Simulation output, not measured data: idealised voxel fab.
process module | voxel self aligned vias
cross-section cut | 225 nm wide | cells 5 nm
A cross-section is a grid of square cells, given in bands from the top down. A band is one or more rows of cells.
Each band's line starts with the height of the band's top and of its bottom, in nm. Then come its materials from left to right, each with its width in nm. One material with "throughout" fills the band from edge to edge. "air" is empty space.
Height 0 is the level under which the wafer as received is all one material. The lowest band goes on downwards, as in "0 down".
A width such as "30 to 40" changes by the same amount from each row of cells to the next, from the band's top row to its bottom row.
"no change" after a step means that no cell of the cross-section changed.
closed voids: empty space of 8 cells or more with no open way to the top, each as width x height at its distance from the left edge, in nm
after a step's settings: what the simulator itself notes on the step
overlay nm, on a step with a mask: how far to the right of its planned place the mask lay; to the left if negative
plan
1 op RECEIVE | material Si
2 op CONFORMAL_DEP | material SiO2 | thk nm 15
3 op CONFORMAL_DEP | material SiCN | thk nm 5
4 op DIRECTIONAL_DEP | material SiO2 | thk nm 20
5 op MASKED_ETCH | tone open | mask id LINES | width nm 25 | pitch nm 75 | etch materials SiO2 | depth nm 20 | overlay nm 0
6 op CONFORMAL_DEP | material TiN | thk nm 5
7 op FILL_DEP | material W | thk nm 10
8 op CMP | height nm 40
9 op SELECTIVE_ETCH | etch materials W Ru TiN | depth nm 5
10 op FILL_DEP | material SiN | thk nm 10
11 op CMP | height nm 40
12 op DIRECTIONAL_DEP | material SiO2 | thk nm 15
13 op DIRECTIONAL_DEP | material aC | thk nm 10
14 op PATTERN | tone open | mask id VIAS | material resist | width nm 45 | pitch nm 75 | thk nm 30 | overlay nm 0
15 op DIRECTIONAL_ETCH | etch materials aC | depth nm 10
16 op STRIP | etch materials resist
17 op DIRECTIONAL_ETCH | etch materials SiO2 | depth nm 15
18 op DIRECTIONAL_ETCH | etch materials SiN | depth nm 5
19 op STRIP | etch materials aC
20 op CONFORMAL_DEP | material TiN | thk nm 5
21 op FILL_DEP | material Cu | thk nm 10
22 op CMP | height nm 55
23 op CONFORMAL_DEP | material SiN | thk nm 5
as received, after step 1
  0 down: Si throughout
  closed voids: none
a wafer at the end: this start, this plan, one mistake
  60 to 55: SiN throughout
  55 to 45: SiO2 50 | TiN 5 | Cu 35 | TiN 5 | SiO2 30 | TiN 5 | Cu 35 | TiN 5 | SiO2 55
  45 to 40: SiO2 50 | TiN 20 | Cu 15 | TiN 10 | SiO2 30 | TiN 20 | Cu 15 | TiN 10 | SiO2 55
  40 to 35: SiO2 65 | TiN 25 | SiO2 50 | TiN 25 | SiO2 60
  35 to 25: SiO2 65 | TiN 5 | W 15 | TiN 5 | SiO2 50 | TiN 5 | W 15 | TiN 5 | SiO2 60
  25 to 20: SiO2 65 | TiN 25 | SiO2 50 | TiN 25 | SiO2 60
  20 to 15: SiCN throughout
  15 to 0: SiO2 throughout
  0 down: Si throughout
  closed voids: none
what went wrong: step 5 ran as: op MASKED_ETCH | tone open | mask id LINES | width nm 25 | pitch nm 75 | etch materials SiO2 | depth nm 20 | overlay nm 5
